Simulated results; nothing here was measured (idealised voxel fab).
You're looking at the process module voxel ribs on slabs.
Cross-sectional view cut (width: 235 nm; square cell size: 5 nm).
Think of the cross-section as a grid of square cells. We describe it in bands, top to bottom, and each band covers one or more rows of those cells.
In this notation a band is specified by the heights of its top and bottom, in that order and in nm, after which its materials appear from left to right, each paired with its width in nm. The word "throughout" attached to a single material means that material fills the band from edge to edge; the word "air" stands for empty space.
Zero point of the height axis is 0; under it, received wafer = one material. Lowest band: continues down indefinitely, "top 0, no bottom".
Width "30 to 40": first value at the band's top row of cells, second value at its bottom row, equal change from row to row.
Given "nothing got changed" for a step, no cell of the cross-section differs between before and after that step.
What "Unvented voids" gives you is every empty space of 8 cells or more that is cut off from the top. Each appears as width x height at distance, with the distance taken from the left edge and width, height and distance all in nm.
Anything after a step's settings on that line? It's the simulator's own note about the step.
For masked steps, "overlay nm" on the step line gives how far right of plan the mask actually lay; a minus sign means it lay to the left.
Listed below are the process steps as planned:
1. RECEIVE with material Si
2. DIRECTIONAL_DEP with material SiO2, thk nm 20
3. DIRECTIONAL_DEP with material SiN, thk nm 25
4. DIRECTIONAL_DEP with material aC, thk nm 15
5. PATTERN with tone cover, mask id RIB, material resist, width nm 30, thk nm 35, overlay nm 0
6. DIRECTIONAL_ETCH with etch materials aC, depth nm 15
7. STRIP with etch materials resist
8. DIRECTIONAL_ETCH with etch materials SiN, depth nm 5
9. STRIP with etch materials aC
10. MASKED_ETCH with tone cover, mask id SLAB, width nm 60, etch materials SiN, depth nm 20, overlay nm 0
11. FILL_DEP with material SiO2, thk nm 15
12. CMP with height nm 55
13. DIRECTIONAL_DEP with material TiN, thk nm 5
14. PATTERN with tone cover, mask id HEATER, material resist, width nm 40, thk nm 20, overlay nm 0
15. DIRECTIONAL_ETCH with etch materials TiN, depth nm 5
16. STRIP with etch materials resist
17. CONFORMAL_DEP with material SiN, thk nm 5
As received, after step 1:
  top 0, no bottom | Si throughout
  Unvented voids: none
End-of-module cross-section of the first of two wafers, processed as planned:
  top 65, bottom 60 | 90 of air  50 of SiN  95 of air
  top 60, bottom 55 | 95 of SiN  40 of TiN  100 of SiN
  top 55, bottom 45 | SiO2 throughout
  top 45, bottom 40 | 100 of SiO2  30 of SiN  105 of SiO2
  top 40, bottom 20 | 85 of SiO2  60 of SiN  90 of SiO2
  top 20, bottom 0 | SiO2 throughout
  top 0, no bottom | Si throughout
  Unvented voids: none
Here is the second of the two wafers cut open at the end of the module - same start, same plan as the first one, but we made one mistake running it:
  top 65, bottom 60 | 90 of air  50 of SiN  95 of air
  top 60, bottom 55 | 95 of SiN  40 of TiN  100 of SiN
  top 55, bottom 45 | 85 of SiO2  60 of SiN  90 of SiO2
  top 45, bottom 20 | SiN throughout
  top 20, bottom 0 | SiO2 throughout
  top 0, no bottom | Si throughout
  Unvented voids: none
Nonconformance to the process plan: twice over, step 3 of the plan was run
End check, counted in cells, second wafer has more or fewer of these materials than the first: 205 more of SiN, 205 fewer of SiO2
